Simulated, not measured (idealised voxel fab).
Process module, titled voxel tone inversion
FYI the section here is cut, 200 nm wide, cells are 5 nm squares.
Each cross-section below is a grid of square cells, stated as bands in top-down order, with one or more rows of cells making up each band.
This entry defines a band. It first specifies the height of the band's top and the height of its bottom in nm, and then specifies the band's materials from left to right, stating each material with its width in nm. The word "everywhere" identifies a single material that fills the band from edge to edge, while the word "empty" identifies empty space.
All heights in this document are referenced to 0, defined as the level beneath which the wafer, as received, consists entirely of one material. The lowest band is not bounded below; it extends indefinitely downward and is written in the form "0 nm and below".
The two numbers in a width such as "30->40" mark its ends across the band: the first belongs to the top row of cells, the second to the bottom row, and from each row to the next the width moves by the same amount.
"same as before" after a step means that no cell of the cross-section changed.
If an empty space has no open way to the top and is at least 8 cells in size, "Closed voids list" lists it, written width x height at distance, where distance is measured from the left edge and every value is in nm.
Whatever follows a step's settings on its line is a remark the simulator itself makes about that step.
A step's line can hold "overlay nm"; with a mask on that step, the setting says how far right of the planned place the mask lay, while a negative setting says it lay to the left.

The steps planned for the process are as follows:
- 1: RECEIVE,material Si
- 2: CONFORMAL_DEP,material SiN,thk nm 10
- 3: DIRECTIONAL_DEP,material polySi,thk nm 15
- 4: PATTERN,tone cover,mask id POSTS,material resist,width nm 15,pitch nm 35,thk nm 25,overlay nm 0
- 5: DIRECTIONAL_ETCH,etch materials polySi,depth nm 15
- 6: STRIP,etch materials resist
- 7: FILL_DEP,material SiO2,thk nm 10
- 8: CMP,height nm 25
- 9: STRIP,etch materials polySi
- 10: CONFORMAL_DEP,material TiN,thk nm 5
- 11: FILL_DEP,material Ru,thk nm 10
- 12: CMP,height nm 25
- 13: CONFORMAL_DEP,material SiN,thk nm 5

Cross-section of the wafer as it came to us, i.e., already through step 1:
  0 nm and below = Si everywhere
  Closed voids list: none

First of two wafers: cross-section at end of module, run per plan:
  30 nm to 25 nm = SiN everywhere
  25 nm to 15 nm = SiO2 55, TiN 5, Ru 5, TiN 5, SiO2 20, TiN 5, Ru 5, TiN 5, SiO2 20, TiN 5, Ru 5, TiN 5, SiO2 60
  15 nm to 10 nm = SiO2 55, TiN 15, SiO2 20, TiN 15, SiO2 20, TiN 15, SiO2 60
  10 nm to 0 nm = SiN everywhere
  0 nm and below = Si everywhere
  Closed voids list: none

The second wafer, shown in cross-section after the module: started the same way as the first and given the same plan, yet one mistake crept into how it was run:
  30 nm to 25 nm = SiN everywhere
  25 nm to 20 nm = SiO2 everywhere
  20 nm to 5 nm = SiO2 55, polySi 15, SiO2 20, polySi 15, SiO2 20, polySi 15, SiO2 60
  5 nm to 0 nm = SiN everywhere
  0 nm and below = Si everywhere
  Closed voids list: none
Which mistake was made when the wafer was run? step 2 ran with different settings than intended, the actual operation and settings being CONFORMAL_DEP,material SiN,thk nm 5
Wafer comparison, final, in cells, second relative to first, materials more or fewer: -6 Ru, -40 SiN, +40 SiO2, -21 TiN, +27 polySi
